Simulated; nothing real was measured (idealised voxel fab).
Name of the process module below: voxel lift off
Displayed cross-section: cut, width of 210 nm, square cells sized 5 nm.
This document writes a cross-section as a grid whose cells are square, and gives it as bands, listed from the top down; one or more rows of cells form a band. Top, bottom (nm), then materials left to right with widths (nm); lone material tagged "all across" fills the whole band edge to edge; "blank" = empty space. We count height from 0. Below that, the starting wafer is all one material. The lowest band never ends at the bottom but goes on down; see "top 0, no bottom" for how that is written. So if you see something like "30..40" for the width, read it as the top row of the band sitting at the first number and the bottom row at the second, with every row in between moving by the same amount as the last. Basically "no change occurred" means that step didn't change any cell in the cross-section. If an empty space has no open way to the top and is at least 8 cells in size, "Cavities, closed" lists it, written width x height at distance, where distance is measured from the left edge and every value is in nm. Read whatever lies past the settings on a step's line as the simulator's own remark about the step. You can add "overlay nm" to a step's line. For a step with a mask, it describes how far the mask lay to the right of its planned position, and a negative number describes a lay to the left.
SET OUT BELOW ARE THE PLANNED STEPS OF THE PROCESS
step 1: op RECEIVE | material Si
step 2: op CONFORMAL_DEP | material SiO2 | thk nm 5
step 3: op PATTERN | tone open | mask id LINES | material resist | width nm 20 | pitch nm 35 | thk nm 20 | overlay nm 0
step 4: op DIRECTIONAL_DEP | material Ru | thk nm 5
step 5: op STRIP | etch materials resist
step 6: op CONFORMAL_DEP | material SiCN | thk nm 10
CROSS-SECTIONAL VIEW OF THE WAFER IN ITS AS-RECEIVED CONDITION, CORRESPONDING TO THE STATE AFTER STEP 1
	top 0, no bottom | Si all across
	Cavities, closed: none
CROSS-SECTION TAKEN AT MODULE COMPLETION ON THE FIRST OF TWO WAFERS; PROCESSED PER THE PLAN
	top 20, bottom 15 | blank 50 nm, then SiCN 110 nm, then blank 50 nm
	top 15, bottom 10 | SiCN all across
	top 10, bottom 5 | SiCN 60 nm, then Ru 20 nm, then SiCN 15 nm, then Ru 20 nm, then SiCN 15 nm, then Ru 20 nm, then SiCN 60 nm
	top 5, bottom 0 | SiO2 all across
	top 0, no bottom | Si all across
	Cavities, closed: none
THIS CROSS-SECTION BELONGS TO THE SECOND WAFER OF TWO AT THE END OF THE MODULE; THE START AND THE PLAN WERE SHARED WITH THE FIRST, AND THE RUN INCLUDED ONE MISTAKE
	top 20, bottom 15 | blank 60 nm, then SiCN 110 nm, then blank 40 nm
	top 15, bottom 10 | SiCN all across
	top 10, bottom 5 | SiCN 70 nm, then Ru 20 nm, then SiCN 15 nm, then Ru 20 nm, then SiCN 15 nm, then Ru 20 nm, then SiCN 50 nm
	top 5, bottom 0 | SiO2 all across
	top 0, no bottom | Si all across
	Cavities, closed: none
Nonconformance to the process plan: not per plan at step 3, really ran op PATTERN | tone open | mask id LINES | material resist | width nm 20 | pitch nm 35 | thk nm 20 | overlay nm 10
At the end, each material covers as many cells on the second wafer as it does on the first, though the cells it covers are elsewhere.
